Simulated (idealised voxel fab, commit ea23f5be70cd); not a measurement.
process module | voxel released beams
cross-section cut | 265 nm wide | cells 5 nm
When this document writes out a cross-section, it uses a grid of square cells and lists it as bands, beginning at the top and moving down, with a band standing for one or more rows of cells.
For a band, the entry starts with two heights in nm, that of the top and then that of the bottom, and carries on with the band's materials in order from left to right, each alongside its width in nm; the word "throughout" beside a single material means it fills the band edge to edge, and "blank" means empty space.
Below 0: as-received wafer, all one material; heights counted from there. Lowest band: no bottom, goes on down, written "from 0 down".
It should be noted that a width expressed as "30..40" varies in equal increments from row to row of cells within the band, taking the value of the first number at the top row and that of the second number at the bottom row.
You'll sometimes find "nothing was modified" written for a step, and that's the way of saying that nowhere in the cross-section did a cell change during that step.
"Catalogued sealed voids": empty spaces of 8 cells or more with no open way to the top, each given as width x height at distance, distance from the left edge, all in nm.
Formally, on a step line, whatever follows the settings is a remark that the simulator itself makes on the step.
Regarding "overlay nm": on a step with a mask, it is the distance the mask lay to the right of its planned place; a negative value places it to the left.

# The planned process steps are enumerated hereunder
1 RECEIVE [material Si]
2 CONFORMAL_DEP [material Al2O3] [thk nm 10]
3 DIRECTIONAL_DEP [material SiO2] [thk nm 10]
4 MASKED_ETCH [tone open] [mask id ANCHOR] [width nm 40] [etch materials SiO2] [depth nm 10] [overlay nm 0]
5 CONFORMAL_DEP [material W] [thk nm 15]
6 MASKED_ETCH [tone cover] [mask id BEAM] [width nm 90] [etch materials W] [depth nm 15] [overlay nm 0]
7 STRIP [etch materials SiO2]

# Cross-section of the incoming wafer, state after step 1
- from 0 down = Si throughout
- Catalogued sealed voids: none

# first wafer at the end, as planned
- from 35 to 25 = 85 nm blank, 20 nm W, 10 nm blank, 60 nm W, 90 nm blank
- from 25 to 20 = 85 nm blank, 90 nm W, 90 nm blank
- from 20 to 10 = 90 nm blank, 40 nm W, 135 nm blank
- from 10 to 0 = Al2O3 throughout
- from 0 down = Si throughout
- Catalogued sealed voids: none

# Wafer two (of two), end-of-module cross-section: start = wafer one, plan = wafer one, one run mistake
- from 25 to 15 = 85..90 nm blank, 10..5 nm W, 30 nm blank, 50..5 nm W, 90..135 nm blank
- from 15 to 10 = 90 nm blank, 40 nm W, 135 nm blank
- from 10 to 0 = Al2O3 throughout
- from 0 down = Si throughout
- Catalogued sealed voids: none
Against the plan, the run slipped here: planned and actual differ for step 5; actual: CONFORMAL_DEP [material W] [thk nm 5]
Looking at both finished wafers in cells, the second ends up ahead of or behind the first on some materials: -44 W
